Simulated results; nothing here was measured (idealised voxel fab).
Proc. module: voxel gate over fins
The cross-section on display is named cut; it measures 290 nm wide, and its cells are 5 nm squares.
A cross-section in this document is a grid of square cells, and it is written down as bands, the top band listed before the ones below it; a band is made up of one or more rows of cells.
In this notation a band is specified by the heights of its top and bottom, in that order and in nm, after which its materials appear from left to right, each paired with its width in nm. The word "throughout" attached to a single material means that material fills the band from edge to edge; the word "air" stands for empty space.
Note: height 0 marks the level under which the wafer is uniformly one material as received. Lowest band unbounded below, written "0 and below".
The two numbers in a width such as "30..40" mark its ends across the band: the first belongs to the top row of cells, the second to the bottom row, and from each row to the next the width moves by the same amount.
Where a step carries "no alteration", the cross-section came out of it unchanged, cell for cell.
Basically, "Closed voids list" tells you about the enclosed voids: empty spaces with no open way to the top, 8 cells or bigger, each written width x height at distance, where distance is from the left edge, all in nm.
On a step's line, text after the settings is the simulator commenting on that step.
"overlay nm" answers the question of how far to the right of plan the mask lay on a step that has a mask, and when it is negative the answer is to the left.
Note: before/after cross-section pairs follow, one process step per pair, after-side truncated at the lowest changed band, step and settings given beneath. Different runs of this module on the same starting wafer may supply the pairs; a pair continues the one above only where the "Before this step" entry says so.

Before this step:
> 0 and below | Si throughout
> Closed voids list: none

Result of Step:
> 5 down to 0 | SiN throughout
> below 0: unchanged
> Closed voids list: none
Connecting step for the cross-sections above: CONFORMAL_DEP, material SiN, thk nm 5

Before this step: Please consult the pair immediately above; the cross-section it shows after its step is the state before this step.

Result of Step:
> 15 down to 5 | aC throughout
> below 5: unchanged
> Closed voids list: none
Connecting step for the cross-sections above: DIRECTIONAL_DEP, material aC, thk nm 10

Before this step: Please consult the pair immediately above; the cross-section it shows after its step is the state before this step.

Result of Step:
> 45 down to 15 | air=110, then resist=15, then air=40, then resist=15, then air=110
> below 15: unchanged
> Closed voids list: none
Connecting step for the cross-sections above: PATTERN, tone cover, mask id FINS, material resist, width nm 15, pitch nm 55, thk nm 30, overlay nm 0

Before this step: Please consult the pair immediately above; the cross-section it shows after its step is the state before this step.

Result of Step:
> 35 down to 15 | air=110, then resist=15, then air=40, then resist=15, then air=110
> 15 down to 5 | air=110, then aC=15, then air=40, then aC=15, then air=110
> below 5: unchanged
> Closed voids list: none
Connecting step for the cross-sections above: DIRECTIONAL_ETCH, etch materials aC, depth nm 10

Before this step: Please consult the pair immediately above; the cross-section it shows after its step is the state before this step.

Result of Step:
> 15 down to 5 | air=110, then aC=15, then air=40, then aC=15, then air=110
> below 5: unchanged
> Closed voids list: none
Connecting step for the cross-sections above: STRIP, etch materials resist

Before this step: Please consult the pair immediately above; the cross-section it shows after its step is the state before this step.

Result of Step:
> 15 down to 5 | air=110, then aC=15, then air=40, then aC=15, then air=110
> 5 down to 0 | air=110, then SiN=15, then air=40, then SiN=15, then air=110
> below 0: unchanged
> Closed voids list: none
Connecting step for the cross-sections above: DIRECTIONAL_ETCH, etch materials SiN, depth nm 5

Before this step: Please consult the pair immediately above; the cross-section it shows after its step is the state before this step.

Result of Step:
> 15 down to 5 | air=110, then aC=15, then air=40, then aC=15, then air=110
> 5 down to 0 | air=110, then SiN=15, then air=40, then SiN=15, then air=110
> 0 down to -35 | air=110, then Si=15, then air=40, then Si=15, then air=110
> below -35: unchanged
> Closed voids list: none
Connecting step for the cross-sections above: DIRECTIONAL_ETCH, etch materials Si, depth nm 35

Before this step: Please consult the pair immediately above; the cross-section it shows after its step is the state before this step.

Result of Step:
> 5 down to 0 | air=110, then SiN=15, then air=40, then SiN=15, then air=110
> below 0: unchanged
> Closed voids list: none
Connecting step for the cross-sections above: STRIP, etch materials aC

Before this step: Please consult the pair immediately above; the cross-section it shows after its step is the state before this step.

Result of Step:
> 20 down to 5 | SiO2 throughout
> 5 down to 0 | SiO2=110, then SiN=15, then SiO2=40, then SiN=15, then SiO2=110
> 0 down to -35 | SiO2=110, then Si=15, then SiO2=40, then Si=15, then SiO2=110
> below -35: unchanged
> Closed voids list: none
Connecting step for the cross-sections above: FILL_DEP, material SiO2, thk nm 15

Before this step: Please consult the pair immediately above; the cross-section it shows after its step is the state before this step.

Result of Step:
> 5 down to 0 | SiO2=110, then SiN=15, then SiO2=40, then SiN=15, then SiO2=110
> below 0: unchanged
> Closed voids list: none
Connecting step for the cross-sections above: CMP, height nm 5

Before this step: Please consult the pair immediately above; the cross-section it shows after its step is the state before this step.

Result of Step:
> 20 down to 5 | aC throughout
> below 5: unchanged
> Closed voids list: none
Connecting step for the cross-sections above: DIRECTIONAL_DEP, material aC, thk nm 15

Before this step: Please consult the pair immediately above; the cross-section it shows after its step is the state before this step.

Result of Step:
> 55 down to 20 | resist=135, then air=15, then resist=140
> below 20: unchanged
> Closed voids list: none
Connecting step for the cross-sections above: PATTERN, tone open, mask id RAIL, material resist, width nm 15, thk nm 35, overlay nm 0

Before this step: Please consult the pair immediately above; the cross-section it shows after its step is the state before this step.

Result of Step:
> 40 down to 20 | resist=135, then air=15, then resist=140
> 20 down to 5 | aC=135, then air=15, then aC=140
> below 5: unchanged
> Closed voids list: none
Connecting step for the cross-sections above: DIRECTIONAL_ETCH, etch materials aC, depth nm 15

Before this step: Please consult the pair immediately above; the cross-section it shows after its step is the state before this step.

Result of Step:
> 20 down to 5 | aC=135, then air=15, then aC=140
> below 5: unchanged
> Closed voids list: none
Connecting step for the cross-sections above: STRIP, etch materials resist

Before this step: Please consult the pair immediately above; the cross-section it shows after its step is the state before this step.

Result of Step:
> 20 down to 5 | aC=135, then air=15, then aC=140
> 5 down to 0 | SiO2=110, then SiN=15, then SiO2=10, then air=15, then SiO2=15, then SiN=15, then SiO2=110
> 0 down to -30 | SiO2=110, then Si=15, then SiO2=10, then air=15, then SiO2=15, then Si=15, then SiO2=110
> below -30: unchanged
> Closed voids list: none
Connecting step for the cross-sections above: DIRECTIONAL_ETCH, etch materials SiO2, depth nm 35

Before this step: Please consult the pair immediately above; the cross-section it shows after its step is the state before this step.

Result of Step:
> 5 down to 0 | SiO2=110, then SiN=15, then SiO2=10, then air=15, then SiO2=15, then SiN=15, then SiO2=110
> below 0: unchanged
> Closed voids list: none
Connecting step for the cross-sections above: STRIP, etch materials aC

Before this step: Please consult the pair immediately above; the cross-section it shows after its step is the state before this step.

Result of Step:
> 10 down to 5 | TiN=140, then air=5, then TiN=145
> 5 down to 0 | SiO2=110, then SiN=15, then SiO2=10, then TiN=5, then air=5, then TiN=5, then SiO2=15, then SiN=15, then SiO2=110
> 0 down to -25 | SiO2=110, then Si=15, then SiO2=10, then TiN=5, then air=5, then TiN=5, then SiO2=15, then Si=15, then SiO2=110
> -25 down to -30 | SiO2=110, then Si=15, then SiO2=10, then TiN=15, then SiO2=15, then Si=15, then SiO2=110
> below -30: unchanged
> Closed voids list: none
Connecting step for the cross-sections above: CONFORMAL_DEP, material TiN, thk nm 5

Before this step: Please consult the pair immediately above; the cross-section it shows after its step is the state before this step.

Result of Step:
> 15 down to 10 | Ru throughout
> 10 down to 5 | TiN=140, then Ru=5, then TiN=145
> 5 down to 0 | SiO2=110, then SiN=15, then SiO2=10, then TiN=5, then Ru=5, then TiN=5, then SiO2=15, then SiN=15, then SiO2=110
> 0 down to -25 | SiO2=110, then Si=15, then SiO2=10, then TiN=5, then Ru=5, then TiN=5, then SiO2=15, then Si=15, then SiO2=110
> below -25: unchanged
> Closed voids list: none
Connecting step for the cross-sections above: FILL_DEP, material Ru, thk nm 5

Before this step: Please consult the pair immediately above; the cross-section it shows after its step is the state before this step.

Result of Step:
> 5 down to 0 | SiO2=110, then SiN=15, then SiO2=10, then TiN=5, then Ru=5, then TiN=5, then SiO2=15, then SiN=15, then SiO2=110
> below 0: unchanged
> Closed voids list: none
Connecting step for the cross-sections above: CMP, height nm 5

Before this step: Please consult the pair immediately above; the cross-section it shows after its step is the state before this step.

Result of Step:
> 5 down to 0 | SiO2=110, then SiN=15, then SiO2=10, then air=15, then SiO2=15, then SiN=15, then SiO2=110
> 0 down to -15 | SiO2=110, then Si=15, then SiO2=10, then air=15, then SiO2=15, then Si=15, then SiO2=110
> below -15: unchanged
> Closed voids list: none
Connecting step for the cross-sections above: SELECTIVE_ETCH, etch materials W Ru TiN, depth nm 20

Before this step: Please consult the pair immediately above; the cross-section it shows after its step is the state before this step.

Result of Step:
> 10 down to 5 | SiO2 throughout
> 5 down to 0 | SiO2=110, then SiN=15, then SiO2=40, then SiN=15, then SiO2=110
> 0 down to -15 | SiO2=110, then Si=15, then SiO2=40, then Si=15, then SiO2=110
> below -15: unchanged
> Closed voids list: none
Connecting step for the cross-sections above: FILL_DEP, material SiO2, thk nm 5

Before this step: Please consult the pair immediately above; the cross-section it shows after its step is the state before this step.

Result of Step:
> 5 down to 0 | SiO2=110, then SiN=15, then SiO2=40, then SiN=15, then SiO2=110
> below 0: unchanged
> Closed voids list: none
Connecting step for the cross-sections above: CMP, height nm 5

Before this step: Please consult the pair immediately above; the cross-section it shows after its step is the state before this step.

Result of Step:
> 5 down to 0 | air=110, then SiN=15, then air=40, then SiN=15, then air=110
> 0 down to -10 | air=110, then Si=15, then air=40, then Si=15, then air=110
> below -10: unchanged
> Closed voids list: none
Connecting step for the cross-sections above: SELECTIVE_ETCH, etch materials SiO2, depth nm 15

Before this step: Please consult the pair immediately above; the cross-section it shows after its step is the state before this step.

Result of Step:
> 0 down to -10 | air=110, then Si=15, then air=40, then Si=15, then air=110
> below -10: unchanged
> Closed voids list: none
Connecting step for the cross-sections above: STRIP, etch materials SiN

Before this step: Please consult the pair immediately above; the cross-section it shows after its step is the state before this step.

Result of Step:
> 5 down to 0 | air=105, then HfO2=25, then air=30, then HfO2=25, then air=105
> 0 down to -5 | air=105, then HfO2=5, then Si=15, then HfO2=5, then air=30, then HfO2=5, then Si=15, then HfO2=5, then air=105
> -5 down to -10 | HfO2=110, then Si=15, then HfO2=40, then Si=15, then HfO2=110
> below -10: unchanged
> Closed voids list: none
Connecting step for the cross-sections above: CONFORMAL_DEP, material HfO2, thk nm 5

Before this step: Please consult the pair immediately above; the cross-section it shows after its step is the state before this step.

Result of Step:
> 10 down to 5 | air=100, then TiN=35, then air=20, then TiN=35, then air=100
> 5 down to 0 | air=100, then TiN=5, then HfO2=25, then TiN=5, then air=20, then TiN=5, then HfO2=25, then TiN=5, then air=100
> 0 down to -5 | TiN=105, then HfO2=5, then Si=15, then HfO2=5, then TiN=30, then HfO2=5, then Si=15, then HfO2=5, then TiN=105
> below -5: unchanged
> Closed voids list: none
Connecting step for the cross-sections above: CONFORMAL_DEP, material TiN, thk nm 5

Before this step: Please consult the pair immediately above; the cross-section it shows after its step is the state before this step.

Result of Step:
> 15 down to 10 | air=95, then TiAl=45, then air=10, then TiAl=45, then air=95
> 10 down to 5 | air=95, then TiAl=5, then TiN=35, then TiAl=5, then air=10, then TiAl=5, then TiN=35, then TiAl=5, then air=95
> 5 down to 0 | TiAl=100, then TiN=5, then HfO2=25, then TiN=5, then TiAl=20, then TiN=5, then HfO2=25, then TiN=5, then TiAl=100
> below 0: unchanged
> Closed voids list: none
Connecting step for the cross-sections above: CONFORMAL_DEP, material TiAl, thk nm 5

Before this step: Please consult the pair immediately above; the cross-section it shows after its step is the state before this step.

Result of Step:
> 20 down to 15 | air=90, then TiN=110, then air=90
> 15 down to 10 | air=90, then TiN=5, then TiAl=45, then TiN=10, then TiAl=45, then TiN=5, then air=90
> 10 down to 5 | TiN=95, then TiAl=5, then TiN=35, then TiAl=5, then TiN=10, then TiAl=5, then TiN=35, then TiAl=5, then TiN=95
> below 5: unchanged
> Closed voids list: none
Connecting step for the cross-sections above: CONFORMAL_DEP, material TiN, thk nm 5

Before this step: Please consult the pair immediately above; the cross-section it shows after its step is the state before this step.

Result of Step:
> 35 down to 20 | W throughout
> 20 down to 15 | W=90, then TiN=110, then W=90
> 15 down to 10 | W=90, then TiN=5, then TiAl=45, then TiN=10, then TiAl=45, then TiN=5, then W=90
> below 10: unchanged
> Closed voids list: none
Connecting step for the cross-sections above: FILL_DEP, material W, thk nm 15

Before this step: Please consult the pair immediately above; the cross-section it shows after its step is the state before this step.

Result of Step:
> 30 down to 20 | W throughout
> below 20: unchanged
> Closed voids list: none
Connecting step for the cross-sections above: CMP, height nm 30

Before this step: Please consult the pair immediately above; the cross-section it shows after its step is the state before this step.

Result of Step:
> 40 down to 30 | SiCN throughout
> below 30: unchanged
> Closed voids list: none
Connecting step for the cross-sections above: CONFORMAL_DEP, material SiCN, thk nm 10

Before this step:
> 0 down to -10 | air=110, then Si=15, then air=40, then Si=15, then air=110
> -10 down to -15 | SiO2=110, then Si=15, then SiO2=40, then Si=15, then SiO2=110
> -15 down to -25 | SiO2=110, then Si=15, then SiO2=10, then TiN=5, then Ru=5, then TiN=5, then SiO2=15, then Si=15, then SiO2=110
> -25 down to -30 | SiO2=110, then Si=15, then SiO2=10, then TiN=15, then SiO2=15, then Si=15, then SiO2=110
> -30 down to -35 | SiO2=110, then Si=15, then SiO2=40, then Si=15, then SiO2=110
> -35 and below | Si throughout
> Closed voids list: none

Result of Step:
> 5 down to 0 | air=105, then TiN=25, then air=30, then TiN=25, then air=105
> 0 down to -5 | air=105, then TiN=5, then Si=15, then TiN=5, then air=30, then TiN=5, then Si=15, then TiN=5, then air=105
> -5 down to -10 | TiN=110, then Si=15, then TiN=40, then Si=15, then TiN=110
> below -10: unchanged
> Closed voids list: none
Connecting step for the cross-sections above: CONFORMAL_DEP, material TiN, thk nm 5

Before this step: Please consult the pair immediately above; the cross-section it shows after its step is the state before this step.

Result of Step:
> 10 down to 5 | air=100, then TiAl=35, then air=20, then TiAl=35, then air=100
> 5 down to 0 | air=100, then TiAl=5, then TiN=25, then TiAl=5, then air=20, then TiAl=5, then TiN=25, then TiAl=5, then air=100
> 0 down to -5 | TiAl=105, then TiN=5, then Si=15, then TiN=5, then TiAl=30, then TiN=5, then Si=15, then TiN=5, then TiAl=105
> below -5: unchanged
> Closed voids list: none
Connecting step for the cross-sections above: CONFORMAL_DEP, material TiAl, thk nm 5

Before this step: Please consult the pair immediately above; the cross-section it shows after its step is the state before this step.

Result of Step:
> 15 down to 10 | air=95, then TiN=45, then air=10, then TiN=45, then air=95
> 10 down to 5 | air=95, then TiN=5, then TiAl=35, then TiN=5, then air=10, then TiN=5, then TiAl=35, then TiN=5, then air=95
> 5 down to 0 | TiN=100, then TiAl=5, then TiN=25, then TiAl=5, then TiN=20, then TiAl=5, then TiN=25, then TiAl=5, then TiN=100
> below 0: unchanged
> Closed voids list: none
Connecting step for the cross-sections above: CONFORMAL_DEP, material TiN, thk nm 5

Before this step: Please consult the pair immediately above; the cross-section it shows after its step is the state before this step.

Result of Step:
> 30 down to 15 | W throughout
> 15 down to 10 | W=95, then TiN=45, then W=10, then TiN=45, then W=95
> 10 down to 5 | W=95, then TiN=5, then TiAl=35, then TiN=5, then W=10, then TiN=5, then TiAl=35, then TiN=5, then W=95
> below 5: unchanged
> Closed voids list: none
Connecting step for the cross-sections above: FILL_DEP, material W, thk nm 15

Before this step: Please consult the pair immediately above; the cross-section it shows after its step is the state before this step.

Result of Step:
> 40 down to 30 | SiCN throughout
> below 30: unchanged
> Closed voids list: none
Connecting step for the cross-sections above: CONFORMAL_DEP, material SiCN, thk nm 10

Before this step:
> 5 down to 0 | air=110, then SiN=15, then air=40, then SiN=15, then air=110
> 0 down to -10 | air=110, then Si=15, then air=40, then Si=15, then air=110
> -10 down to -15 | SiO2=110, then Si=15, then SiO2=40, then Si=15, then SiO2=110
> -15 down to -25 | SiO2=110, then Si=15, then SiO2=10, then TiN=5, then Ru=5, then TiN=5, then SiO2=15, then Si=15, then SiO2=110
> -25 down to -30 | SiO2=110, then Si=15, then SiO2=10, then TiN=15, then SiO2=15, then Si=15, then SiO2=110
> -30 down to -35 | SiO2=110, then Si=15, then SiO2=40, then Si=15, then SiO2=110
> -35 and below | Si throughout
> Closed voids list: none

Result of Step:
> 5 down to 0 | air=110, then SiN=15, then air=40, then SiN=15, then air=110
> 0 down to -15 | air=110, then Si=15, then air=40, then Si=15, then air=110
> -15 down to -25 | air=110, then Si=15, then air=10, then TiN=5, then Ru=5, then TiN=5, then air=15, then Si=15, then air=110
> below -25: unchanged
> Closed voids list: none
Connecting step for the cross-sections above: SELECTIVE_ETCH, etch materials SiO2, depth nm 15

Before this step: Please consult the pair immediately above; the cross-section it shows after its step is the state before this step.

Result of Step:
> 0 down to -15 | air=110, then Si=15, then air=40, then Si=15, then air=110
> below -15: unchanged
> Closed voids list: none
Connecting step for the cross-sections above: STRIP, etch materials SiN

Before this step: Please consult the pair immediately above; the cross-section it shows after its step is the state before this step.

Result of Step:
> 5 down to 0 | air=105, then HfO2=25, then air=30, then HfO2=25, then air=105
> 0 down to -10 | air=105, then HfO2=5, then Si=15, then HfO2=5, then air=30, then HfO2=5, then Si=15, then HfO2=5, then air=105
> -10 down to -15 | air=105, then HfO2=5, then Si=15, then HfO2=30, then air=5, then HfO2=5, then Si=15, then HfO2=5, then air=105
> -15 down to -20 | air=105, then HfO2=5, then Si=15, then HfO2=10, then TiN=5, then Ru=5, then TiN=5, then HfO2=5, then air=5, then HfO2=5, then Si=15, then HfO2=5, then air=105
> -20 down to -25 | HfO2=110, then Si=15, then HfO2=10, then TiN=5, then Ru=5, then TiN=5, then HfO2=15, then Si=15, then HfO2=110
> below -25: unchanged
> Closed voids list: none
Connecting step for the cross-sections above: CONFORMAL_DEP, material HfO2, thk nm 5

Before this step: Please consult the pair immediately above; the cross-section it shows after its step is the state before this step.

Result of Step:
> 10 down to 5 | air=100, then TiN=35, then air=20, then TiN=35, then air=100
> 5 down to 0 | air=100, then TiN=5, then HfO2=25, then TiN=5, then air=20, then TiN=5, then HfO2=25, then TiN=5, then air=100
> 0 down to -5 | air=100, then TiN=5, then HfO2=5, then Si=15, then HfO2=5, then TiN=5, then air=20, then TiN=5, then HfO2=5, then Si=15, then HfO2=5, then TiN=5, then air=100
> -5 down to -15 | air=100, then TiN=5, then HfO2=5, then Si=15, then HfO2=5..30, then TiN=30..5, then HfO2=5, then Si=15, then HfO2=5, then TiN=5, then air=100
> -15 down to -20 | TiN=105, then HfO2=5, then Si=15, then HfO2=10, then TiN=5, then Ru=5, then TiN=5, then HfO2=5, then TiN=5, then HfO2=5, then Si=15, then HfO2=5, then TiN=105
> below -20: unchanged
> Closed voids list: none
Connecting step for the cross-sections above: CONFORMAL_DEP, material TiN, thk nm 5

Before this step: Please consult the pair immediately above; the cross-section it shows after its step is the state before this step.

Result of Step:
> 15 down to 10 | air=95, then TiAl=45, then air=10, then TiAl=45, then air=95
> 10 down to 5 | air=95, then TiAl=5, then TiN=35, then TiAl=5, then air=10, then TiAl=5, then TiN=35, then TiAl=5, then air=95
> 5 down to 0 | air=95, then TiAl=5, then TiN=5, then HfO2=25, then TiN=5, then TiAl=5, then air=10, then TiAl=5, then TiN=5, then HfO2=25, then TiN=5, then TiAl=5, then air=95
> 0 down to -5 | air=95, then TiAl=5, then TiN=5, then HfO2=5, then Si=15, then HfO2=5, then TiN=5, then TiAl=20, then TiN=5, then HfO2=5, then Si=15, then HfO2=5, then TiN=5, then TiAl=5, then air=95
> -5 down to -10 | air=95, then TiAl=5, then TiN=5, then HfO2=5, then Si=15, then HfO2=5, then TiN=30, then HfO2=5, then Si=15, then HfO2=5, then TiN=5, then TiAl=5, then air=95
> -10 down to -15 | TiAl=100, then TiN=5, then HfO2=5, then Si=15, then HfO2=30, then TiN=5, then HfO2=5, then Si=15, then HfO2=5, then TiN=5, then TiAl=100
> below -15: unchanged
> Closed voids list: none
Connecting step for the cross-sections above: CONFORMAL_DEP, material TiAl, thk nm 5

Before this step: Please consult the pair immediately above; the cross-section it shows after its step is the state before this step.

Result of Step:
> 20 down to 15 | air=90, then TiN=110, then air=90
> 15 down to 10 | air=90, then TiN=5, then TiAl=45, then TiN=10, then TiAl=45, then TiN=5, then air=90
> 10 down to 5 | air=90, then TiN=5, then TiAl=5, then TiN=35, then TiAl=5, then TiN=10, then TiAl=5, then TiN=35, then TiAl=5, then TiN=5, then air=90
> 5 down to 0 | air=90, then TiN=5, then TiAl=5, then TiN=5, then HfO2=25, then TiN=5, then TiAl=5, then TiN=10, then TiAl=5, then TiN=5, then HfO2=25, then TiN=5, then TiAl=5, then TiN=5, then air=90
> 0 down to -5 | air=90, then TiN=5, then TiAl=5, then TiN=5, then HfO2=5, then Si=15, then HfO2=5, then TiN=5, then TiAl=20, then TiN=5, then HfO2=5, then Si=15, then HfO2=5, then TiN=5, then TiAl=5, then TiN=5, then air=90
> -5 down to -10 | TiN=95, then TiAl=5, then TiN=5, then HfO2=5, then Si=15, then HfO2=5, then TiN=30, then HfO2=5, then Si=15, then HfO2=5, then TiN=5, then TiAl=5, then TiN=95
> below -10: unchanged
> Closed voids list: none
Connecting step for the cross-sections above: CONFORMAL_DEP, material TiN, thk nm 5

Before this step: Please consult the pair immediately above; the cross-section it shows after its step is the state before this step.

Result of Step:
> 35 down to 20 | W throughout
> 20 down to 15 | W=90, then TiN=110, then W=90
> 15 down to 10 | W=90, then TiN=5, then TiAl=45, then TiN=10, then TiAl=45, then TiN=5, then W=90
> 10 down to 5 | W=90, then TiN=5, then TiAl=5, then TiN=35, then TiAl=5, then TiN=10, then TiAl=5, then TiN=35, then TiAl=5, then TiN=5, then W=90
> 5 down to 0 | W=90, then TiN=5, then TiAl=5, then TiN=5, then HfO2=25, then TiN=5, then TiAl=5, then TiN=10, then TiAl=5, then TiN=5, then HfO2=25, then TiN=5, then TiAl=5, then TiN=5, then W=90
> 0 down to -5 | W=90, then TiN=5, then TiAl=5, then TiN=5, then HfO2=5, then Si=15, then HfO2=5, then TiN=5, then TiAl=20, then TiN=5, then HfO2=5, then Si=15, then HfO2=5, then TiN=5, then TiAl=5, then TiN=5, then W=90
> below -5: unchanged
> Closed voids list: none
Connecting step for the cross-sections above: FILL_DEP, material W, thk nm 15

Before this step: Please consult the pair immediately above; the cross-section it shows after its step is the state before this step.

Result of Step:
> 30 down to 20 | W throughout
> below 20: unchanged
> Closed voids list: none
Connecting step for the cross-sections above: CMP, height nm 30

Before this step: Please consult the pair immediately above; the cross-section it shows after its step is the state before this step.

Result of Step:
> 40 down to 30 | SiCN throughout
> below 30: unchanged
> Closed voids list: none
Connecting step for the cross-sections above: CONFORMAL_DEP, material SiCN, thk nm 10

Before this step:
> 10 down to 5 | air=100, then TiN=35, then air=20, then TiN=35, then air=100
> 5 down to 0 | air=100, then TiN=5, then HfO2=25, then TiN=5, then air=20, then TiN=5, then HfO2=25, then TiN=5, then air=100
> 0 down to -5 | TiN=105, then HfO2=5, then Si=15, then HfO2=5, then TiN=30, then HfO2=5, then Si=15, then HfO2=5, then TiN=105
> -5 down to -10 | HfO2=110, then Si=15, then HfO2=40, then Si=15, then HfO2=110
> -10 down to -15 | SiO2=110, then Si=15, then SiO2=40, then Si=15, then SiO2=110
> -15 down to -25 | SiO2=110, then Si=15, then SiO2=10, then TiN=5, then Ru=5, then TiN=5, then SiO2=15, then Si=15, then SiO2=110
> -25 down to -30 | SiO2=110, then Si=15, then SiO2=10, then TiN=15, then SiO2=15, then Si=15, then SiO2=110
> -30 down to -35 | SiO2=110, then Si=15, then SiO2=40, then Si=15, then SiO2=110
> -35 and below | Si throughout
> Closed voids list: none

Result of Step:
> 15 down to 5 | air=95, then TiN=45, then air=10, then TiN=45, then air=95
> 5 down to 0 | TiN=105, then HfO2=25, then TiN=30, then HfO2=25, then TiN=105
> below 0: unchanged
> Closed voids list: none
Connecting step for the cross-sections above: CONFORMAL_DEP, material TiN, thk nm 5

Before this step: Please consult the pair immediately above; the cross-section it shows after its step is the state before this step.

Result of Step:
> 20 down to 15 | air=90, then TiAl=110, then air=90
> 15 down to 10 | air=90, then TiAl=5, then TiN=45, then TiAl=10, then TiN=45, then TiAl=5, then air=90
> 10 down to 5 | TiAl=95, then TiN=45, then TiAl=10, then TiN=45, then TiAl=95
> below 5: unchanged
> Closed voids list: none
Connecting step for the cross-sections above: CONFORMAL_DEP, material TiAl, thk nm 5

Before this step: Please consult the pair immediately above; the cross-section it shows after its step is the state before this step.

Result of Step:
> 35 down to 20 | W throughout
> 20 down to 15 | W=90, then TiAl=110, then W=90
> 15 down to 10 | W=90, then TiAl=5, then TiN=45, then TiAl=10, then TiN=45, then TiAl=5, then W=90
> below 10: unchanged
> Closed voids list: none
Connecting step for the cross-sections above: FILL_DEP, material W, thk nm 15

Before this step: Please consult the pair immediately above; the cross-section it shows after its step is the state before this step.

Result of Step:
> 30 down to 20 | W throughout
> below 20: unchanged
> Closed voids list: none
Connecting step for the cross-sections above: CMP, height nm 30

Before this step: Please consult the pair immediately above; the cross-section it shows after its step is the state before this step.

Result of Step:
> 40 down to 30 | SiCN throughout
> below 30: unchanged
> Closed voids list: none
Connecting step for the cross-sections above: CONFORMAL_DEP, material SiCN, thk nm 10

Before this step:
> 30 down to 20 | W throughout
> 20 down to 15 | W=90, then TiN=110, then W=90
> 15 down to 10 | W=90, then TiN=5, then TiAl=45, then TiN=10, then TiAl=45, then TiN=5, then W=90
> 10 down to 5 | TiN=95, then TiAl=5, then TiN=35, then TiAl=5, then TiN=10, then TiAl=5, then TiN=35, then TiAl=5, then TiN=95
> 5 down to 0 | TiAl=100, then TiN=5, then HfO2=25, then TiN=5, then TiAl=20, then TiN=5, then HfO2=25, then TiN=5, then TiAl=100
> 0 down to -5 | TiN=105, then HfO2=5, then Si=15, then HfO2=5, then TiN=30, then HfO2=5, then Si=15, then HfO2=5, then TiN=105
> -5 down to -10 | HfO2=110, then Si=15, then HfO2=40, then Si=15, then HfO2=110
> -10 down to -15 | SiO2=110, then Si=15, then SiO2=40, then Si=15, then SiO2=110
> -15 down to -25 | SiO2=110, then Si=15, then SiO2=10, then TiN=5, then Ru=5, then TiN=5, then SiO2=15, then Si=15, then SiO2=110
> -25 down to -30 | SiO2=110, then Si=15, then SiO2=10, then TiN=15, then SiO2=15, then Si=15, then SiO2=110
> -30 down to -35 | SiO2=110, then Si=15, then SiO2=40, then Si=15, then SiO2=110
> -35 and below | Si throughout
> Closed voids list: none

Result of Step:
> 45 down to 30 | SiCN throughout
> below 30: unchanged
> Closed voids list: none
Connecting step for the cross-sections above: CONFORMAL_DEP, material SiCN, thk nm 15

Before this step:
> 20 down to 5 | aC throughout
> 5 down to 0 | SiO2=110, then SiN=15, then SiO2=40, then SiN=15, then SiO2=110
> 0 down to -35 | SiO2=110, then Si=15, then SiO2=40, then Si=15, then SiO2=110
> -35 and below | Si throughout
> Closed voids list: none

Result of Step:
> 55 down to 20 | resist=135, then air=20, then resist=135
> below 20: unchanged
> Closed voids list: none
Connecting step for the cross-sections above: PATTERN, tone open, mask id RAIL, material resist, width nm 20, thk nm 35, overlay nm 0

Before this step: Please consult the pair immediately above; the cross-section it shows after its step is the state before this step.

Result of Step:
> 40 down to 20 | resist=135, then air=20, then resist=135
> 20 down to 5 | aC=135, then air=20, then aC=135
> below 5: unchanged
> Closed voids list: none
Connecting step for the cross-sections above: DIRECTIONAL_ETCH, etch materials aC, depth nm 15

Before this step: Please consult the pair immediately above; the cross-section it shows after its step is the state before this step.

Result of Step:
> 20 down to 5 | aC=135, then air=20, then aC=135
> below 5: unchanged
> Closed voids list: none
Connecting step for the cross-sections above: STRIP, etch materials resist

Before this step: Please consult the pair immediately above; the cross-section it shows after its step is the state before this step.

Result of Step:
> 20 down to 5 | aC=135, then air=20, then aC=135
> 5 down to 0 | SiO2=110, then SiN=15, then SiO2=10, then air=20, then SiO2=10, then SiN=15, then SiO2=110
> 0 down to -30 | SiO2=110, then Si=15, then SiO2=10, then air=20, then SiO2=10, then Si=15, then SiO2=110
> below -30: unchanged
> Closed voids list: none
Connecting step for the cross-sections above: DIRECTIONAL_ETCH, etch materials SiO2, depth nm 35

Before this step: Please consult the pair immediately above; the cross-section it shows after its step is the state before this step.

Result of Step:
> 5 down to 0 | SiO2=110, then SiN=15, then SiO2=10, then air=20, then SiO2=10, then SiN=15, then SiO2=110
> below 0: unchanged
> Closed voids list: none
Connecting step for the cross-sections above: STRIP, etch materials aC

Before this step: Please consult the pair immediately above; the cross-section it shows after its step is the state before this step.

Result of Step:
> 10 down to 5 | TiN=140, then air=10, then TiN=140
> 5 down to 0 | SiO2=110, then SiN=15, then SiO2=10, then TiN=5, then air=10, then TiN=5, then SiO2=10, then SiN=15, then SiO2=110
> 0 down to -25 | SiO2=110, then Si=15, then SiO2=10, then TiN=5, then air=10, then TiN=5, then SiO2=10, then Si=15, then SiO2=110
> -25 down to -30 | SiO2=110, then Si=15, then SiO2=10, then TiN=20, then SiO2=10, then Si=15, then SiO2=110
> below -30: unchanged
> Closed voids list: none
Connecting step for the cross-sections above: CONFORMAL_DEP, material TiN, thk nm 5

Before this step: Please consult the pair immediately above; the cross-section it shows after its step is the state before this step.

Result of Step:
> 15 down to 10 | Ru throughout
> 10 down to 5 | TiN=140, then Ru=10, then TiN=140
> 5 down to 0 | SiO2=110, then SiN=15, then SiO2=10, then TiN=5, then Ru=10, then TiN=5, then SiO2=10, then SiN=15, then SiO2=110
> 0 down to -25 | SiO2=110, then Si=15, then SiO2=10, then TiN=5, then Ru=10, then TiN=5, then SiO2=10, then Si=15, then SiO2=110
> below -25: unchanged
> Closed voids list: none
Connecting step for the cross-sections above: FILL_DEP, material Ru, thk nm 5

Before this step: Please consult the pair immediately above; the cross-section it shows after its step is the state before this step.

Result of Step:
> 5 down to 0 | SiO2=110, then SiN=15, then SiO2=10, then TiN=5, then Ru=10, then TiN=5, then SiO2=10, then SiN=15, then SiO2=110
> below 0: unchanged
> Closed voids list: none
Connecting step for the cross-sections above: CMP, height nm 5

Before this step: Please consult the pair immediately above; the cross-section it shows after its step is the state before this step.

Result of Step:
> 5 down to 0 | SiO2=110, then SiN=15, then SiO2=10, then air=20, then SiO2=10, then SiN=15, then SiO2=110
> 0 down to -15 | SiO2=110, then Si=15, then SiO2=10, then air=20, then SiO2=10, then Si=15, then SiO2=110
> below -15: unchanged
> Closed voids list: none
Connecting step for the cross-sections above: SELECTIVE_ETCH, etch materials W Ru TiN, depth nm 20
